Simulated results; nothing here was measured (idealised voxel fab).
process module | voxel capacitor over wiring
cross-section cut | 285 nm wide | cells 5 nm
A cross-section is a grid of square cells, given in bands from the top down. A band is one or more rows of cells.
Each band's line starts with the height of the band's top and of its bottom, in nm. Then come its materials from left to right, each with its width in nm. One material with "throughout" fills the band from edge to edge. "air" is empty space.
Height 0 is the level under which the wafer as received is all one material. The lowest band goes on downwards, as in "0 down".
A width such as "30 to 40" changes by the same amount from each row of cells to the next, from the band's top row to its bottom row.
"no change" after a step means that no cell of the cross-section changed.
closed voids: empty space of 8 cells or more with no open way to the top, each as width x height at its distance from the left edge, in nm
after a step's settings: what the simulator itself notes on the step
overlay nm, on a step with a mask: how far to the right of its planned place the mask lay; to the left if negative
plan
1 op RECEIVE | material Si
2 op CONFORMAL_DEP | material SiO2 | thk nm 10
3 op DIRECTIONAL_DEP | material TiN | thk nm 5
4 op DIRECTIONAL_DEP | material Ru | thk nm 15
5 op PATTERN | tone cover | mask id METAL_1 | material resist | width nm 30 | pitch nm 80 | thk nm 20 | overlay nm 0
6 op DIRECTIONAL_ETCH | etch materials Ru | depth nm 15
7 op DIRECTIONAL_ETCH | etch materials TiN | depth nm 5
8 op STRIP | etch materials resist
9 op CONFORMAL_DEP | material SiN | thk nm 5
10 op FILL_DEP | material lowk | thk nm 5
11 op CMP | height nm 30
12 op CONFORMAL_DEP | material SiCN | thk nm 5
13 op DIRECTIONAL_DEP | material SiO2 | thk nm 10
14 op MASKED_ETCH | tone open | mask id PLUG_1 | width nm 15 | etch materials SiO2 | depth nm 10 | overlay nm 0
15 op MASKED_ETCH | tone open | mask id PLUG_1 | width nm 15 | etch materials SiCN | depth nm 5 | overlay nm 0
16 op EPI | material Ru | thk nm 10
17 op EPI | material Ru | thk nm 5
18 op DIRECTIONAL_DEP | material TiN | thk nm 10
19 op DIRECTIONAL_DEP | material Al2O3 | thk nm 5
20 op DIRECTIONAL_DEP | material TiN | thk nm 10
21 op PATTERN | tone cover | mask id UPPER_PLATE | material resist | width nm 55 | thk nm 20 | overlay nm 0
22 op DIRECTIONAL_ETCH | etch materials TiN | depth nm 10
23 op DIRECTIONAL_ETCH | etch materials Al2O3 | depth nm 5
24 op STRIP | etch materials resist
25 op MASKED_ETCH | tone cover | mask id LOWER_PLATE | width nm 65 | etch materials TiN | depth nm 10 | overlay nm 0
26 op FILL_DEP | material SiO2 | thk nm 15
27 op CMP | height nm 80
28 op DIRECTIONAL_DEP | material aC | thk nm 10
29 op PATTERN | tone open | mask id PLUG_2 | material resist | width nm 15 | thk nm 30 | overlay nm 0
30 op DIRECTIONAL_ETCH | etch materials aC | depth nm 10
31 op STRIP | etch materials resist
32 op DIRECTIONAL_ETCH | etch materials SiO2 | depth nm 10
33 op STRIP | etch materials aC
34 op CONFORMAL_DEP | material TiN | thk nm 5
35 op FILL_DEP | material Ru | thk nm 5
36 op CMP | height nm 80
37 op CONFORMAL_DEP | material SiCN | thk nm 5
as received, after step 1
  0 down: Si throughout
  closed voids: none
a wafer at the end: this start, this plan, one mistake
  85 to 80: SiCN throughout
  80 to 70: SiO2 100 | TiN 25 | SiO2 160
  70 to 65: SiO2 100 | Al2O3 25 | TiN 30 | SiO2 130
  65 to 60: SiO2 95 | TiN 60 | SiO2 130
  60 to 55: SiO2 95 | TiN 30 | Al2O3 30 | SiO2 130
  55 to 45: SiO2 90 | Ru 35 | TiN 35 | SiO2 125
  45 to 35: SiO2 100 | Ru 15 | SiO2 170
  35 to 30: SiCN 100 | Ru 15 | SiCN 170
  30 to 15: lowk 80 | SiN 5 | Ru 30 | SiN 5 | lowk 40 | SiN 5 | Ru 30 | SiN 5 | lowk 85
  15 to 10: SiN 85 | TiN 30 | SiN 50 | TiN 30 | SiN 90
  10 to 0: SiO2 throughout
  0 down: Si throughout
  closed voids: none
what went wrong: step 16 was run twice
